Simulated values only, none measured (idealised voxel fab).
Presented below is a process module, voxel gate over fins.
Square cells of 5 nm make up the cross-section cut, whose width is 275 nm.
A cross-section in this document is a grid of square cells, and it is written down as bands, the top band listed before the ones below it; a band is made up of one or more rows of cells.
Basically the band line says how high the top is and how high the bottom is, in nm, and then what's in it from left to right, every material with its width in nm. Empty space shows up as "air", and if a single material carries "edge to edge" it runs the full band edge to edge.
We count height from 0. Below that, the starting wafer is all one material. The lowest band never ends at the bottom but goes on down; see "0 and below" for how that is written.
Per-row width for "30->40": begins at first number (top row of band), ends at second number (bottom row), increment between rows held constant.
A step reported as "no change occurred" is a step in which no cell of the cross-section changed.
Enclosed voids (no open way to top), threshold 8 cells or more, entry "Closed void entries", notation width x height at distance, distance from left edge, nm.
Past the settings on a step's line: simulator remark, on that step.
The "overlay nm" setting may appear on a step's line; for a step that uses a mask, it gives how far to the right of its planned position the mask lay, and a negative value indicates the left.

[The process steps that were planned are listed below]
1: RECEIVE, material Si
2: CONFORMAL_DEP, material SiN, thk nm 10
3: DIRECTIONAL_DEP, material aC, thk nm 10
4: PATTERN, tone cover, mask id FINS, material resist, width nm 15, pitch nm 55, thk nm 30, overlay nm 0
5: DIRECTIONAL_ETCH, etch materials aC, depth nm 10
6: STRIP, etch materials resist
7: DIRECTIONAL_ETCH, etch materials SiN, depth nm 10
8: DIRECTIONAL_ETCH, etch materials Si, depth nm 40
9: STRIP, etch materials aC
10: FILL_DEP, material SiO2, thk nm 10
11: CMP, height nm 10
12: PATTERN, tone open, mask id RAIL, material resist, width nm 15, thk nm 20, overlay nm 0
13: DIRECTIONAL_ETCH, etch materials SiO2, depth nm 45
14: STRIP, etch materials resist
15: CONFORMAL_DEP, material TiN, thk nm 5
16: FILL_DEP, material W, thk nm 5
17: CMP, height nm 10
18: SELECTIVE_ETCH, etch materials W Ru TiN, depth nm 30
19: FILL_DEP, material SiO2, thk nm 5
20: CMP, height nm 10
21: SELECTIVE_ETCH, etch materials SiO2, depth nm 25
22: STRIP, etch materials SiN
23: CONFORMAL_DEP, material HfO2, thk nm 5
24: CONFORMAL_DEP, material TiN, thk nm 5
25: FILL_DEP, material W, thk nm 15
26: CMP, height nm 20
27: CONFORMAL_DEP, material SiCN, thk nm 5

[Cross-section of the wafer upon arrival, representing the state reached after step 1]
    0 and below: Si edge to edge
    Closed void entries: none

[The module was run from the start shown above using the plan shown above, but one mistake was made doing it; the resulting wafer cross-section is below]
    25 down to 20: SiCN edge to edge
    20 down to 10: W edge to edge
    10 down to 5: 65 W  35 TiN  20 W  35 TiN  20 W  35 TiN  65 W
    5 down to 0: 65 W  5 TiN  25 HfO2  5 TiN  20 W  5 TiN  25 HfO2  5 TiN  20 W  5 TiN  25 HfO2  5 TiN  65 W
    0 down to -5: 65 W  5 TiN  5 HfO2  15 Si  5 HfO2  5 TiN  20 W  5 TiN  5 HfO2  15 Si  5 HfO2  5 TiN  20 W  5 TiN  5 HfO2  15 Si  5 HfO2  5 TiN  65 W
    -5 down to -10: 70 TiN  5 HfO2  15 Si  5 HfO2  30 TiN  5 HfO2  15 Si  5 HfO2  30 TiN  5 HfO2  15 Si  5 HfO2  70 TiN
    -10 down to -15: 75 HfO2  15 Si  40 HfO2  15 Si  40 HfO2  15 Si  75 HfO2
    -15 down to -20: 75 SiO2  15 Si  40 SiO2  15 Si  40 SiO2  15 Si  75 SiO2
    -20 down to -30: 75 SiO2  15 Si  5 SiO2  5 TiN  5 W  5 TiN  20 SiO2  15 Si  40 SiO2  15 Si  75 SiO2
    -30 down to -35: 75 SiO2  15 Si  5 SiO2  15 TiN  20 SiO2  15 Si  40 SiO2  15 Si  75 SiO2
    -35 down to -40: 75 SiO2  15 Si  40 SiO2  15 Si  40 SiO2  15 Si  75 SiO2
    -40 and below: Si edge to edge
    Closed void entries: none
It is concluded that the wafer was processed incorrectly with respect to the plan, in that step 12 ran as: PATTERN, tone open, mask id RAIL, material resist, width nm 15, thk nm 20, overlay nm -5
